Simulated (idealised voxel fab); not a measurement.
Documented hereafter: the process module known as voxel capacitor over wiring.
Displayed cross-section: cut, width of 290 nm, square cells sized 5 nm.
Cross-sections here: square-cell grids, written as top-down lists of bands, a band being one or more rows of cells.
The entry gives the band's vertical extent as a top height and a bottom height in nm, then its horizontal make-up as materials from left to right, each with a width in nm. "blank" stands for empty space; a single material marked "edge to edge" fills the band edge to edge.
Heads up on the height convention: 0 is the point under which the incoming wafer is all one material, and the lowest band has no bottom, it just keeps going down, like "z 0 and below".
Note: "30 to 40" means the width goes from the first number (top row of the band) to the second number (bottom row) in equal steps per row of cells.
Where the words "changes: none" appear for a step, the cross-section shows no cell changed by that step; every cell remained as before.
Reported under the label "Sealed internal voids" are the empty spaces having no open way to the top and comprising 8 cells or more; the notation for each is width x height at distance, in which the distance is measured from the left edge and all three values are in nm.
That trailing text on a step's line, after the settings, is the simulator's own remark on the step.
The line of a step may include "overlay nm". On a step with a mask, this value is how far to the right of its planned place the mask lay. A negative value means the mask lay to the left.

Here's what the planned process steps look like
1 RECEIVE,material Si
2 CONFORMAL_DEP,material SiO2,thk nm 15
3 CONFORMAL_DEP,material SiN,thk nm 5
4 DIRECTIONAL_DEP,material SiO2,thk nm 25
5 PATTERN,tone open,mask id METAL_1,material resist,width nm 30,pitch nm 100,thk nm 20,overlay nm 0
6 DIRECTIONAL_ETCH,etch materials SiO2,depth nm 25
7 DIRECTIONAL_ETCH,etch materials SiN,depth nm 5
8 STRIP,etch materials resist
9 CONFORMAL_DEP,material TiN,thk nm 5
10 FILL_DEP,material Cu,thk nm 10
11 CMP,height nm 45
12 CONFORMAL_DEP,material SiCN,thk nm 5
13 DIRECTIONAL_DEP,material SiO2,thk nm 15
14 MASKED_ETCH,tone open,mask id PLUG_1,width nm 15,etch materials SiO2,depth nm 15,overlay nm 0
15 MASKED_ETCH,tone open,mask id PLUG_1,width nm 15,etch materials SiCN,depth nm 5,overlay nm 0
16 CONFORMAL_DEP,material TiN,thk nm 5
17 FILL_DEP,material Cu,thk nm 10
18 CMP,height nm 65
19 DIRECTIONAL_DEP,material TiN,thk nm 10
20 DIRECTIONAL_DEP,material Al2O3,thk nm 5
21 DIRECTIONAL_DEP,material TiN,thk nm 10
22 MASKED_ETCH,tone cover,mask id UPPER_PLATE,width nm 75,etch materials TiN,depth nm 10,overlay nm 0
23 MASKED_ETCH,tone cover,mask id UPPER_PLATE,width nm 75,etch materials Al2O3,depth nm 5,overlay nm 0
24 MASKED_ETCH,tone cover,mask id LOWER_PLATE,width nm 85,etch materials TiN,depth nm 10,overlay nm 0
25 FILL_DEP,material SiO2,thk nm 20
26 CMP,height nm 105
27 PATTERN,tone open,mask id PLUG_2,material resist,width nm 15,thk nm 20,overlay nm 0
28 DIRECTIONAL_ETCH,etch materials SiO2,depth nm 15
29 STRIP,etch materials resist
30 CONFORMAL_DEP,material TiN,thk nm 5
31 FILL_DEP,material W,thk nm 5
32 CMP,height nm 105
33 CONFORMAL_DEP,material SiCN,thk nm 5

Cross-section: wafer on arrival = after step 1
    z 0 and below  Si edge to edge
    Sealed internal voids: none

One mistake in running the module, otherwise start and plan as above: cross-section at the end
    z 110 to 105  SiCN edge to edge
    z 105 to 95  SiO2=105 / TiN=5 / W=5 / TiN=5 / SiO2=170
    z 95 to 90  SiO2=105 / TiN=15 / SiO2=170
    z 90 to 80  SiO2=95 / TiN=75 / SiO2=120
    z 80 to 75  SiO2=95 / Al2O3=75 / SiO2=120
    z 75 to 65  SiO2=90 / TiN=85 / SiO2=115
    z 65 to 55  SiO2=90 / TiN=5 / Cu=15 / TiN=5 / SiO2=175
    z 55 to 50  SiO2=90 / TiN=10 / Cu=5 / TiN=10 / SiO2=175
    z 50 to 45  SiCN=95 / TiN=15 / SiCN=180
    z 45 to 20  SiO2=80 / TiN=5 / Cu=20 / TiN=5 / SiO2=70 / TiN=5 / Cu=20 / TiN=5 / SiO2=80
    z 20 to 15  SiN=80 / TiN=30 / SiN=70 / TiN=30 / SiN=80
    z 15 to 0  SiO2 edge to edge
    z 0 and below  Si edge to edge
    Sealed internal voids: none
The plan and the run diverged here: step 14 ran as: MASKED_ETCH,tone open,mask id PLUG_1,width nm 25,etch materials SiO2,depth nm 15,overlay nm 0
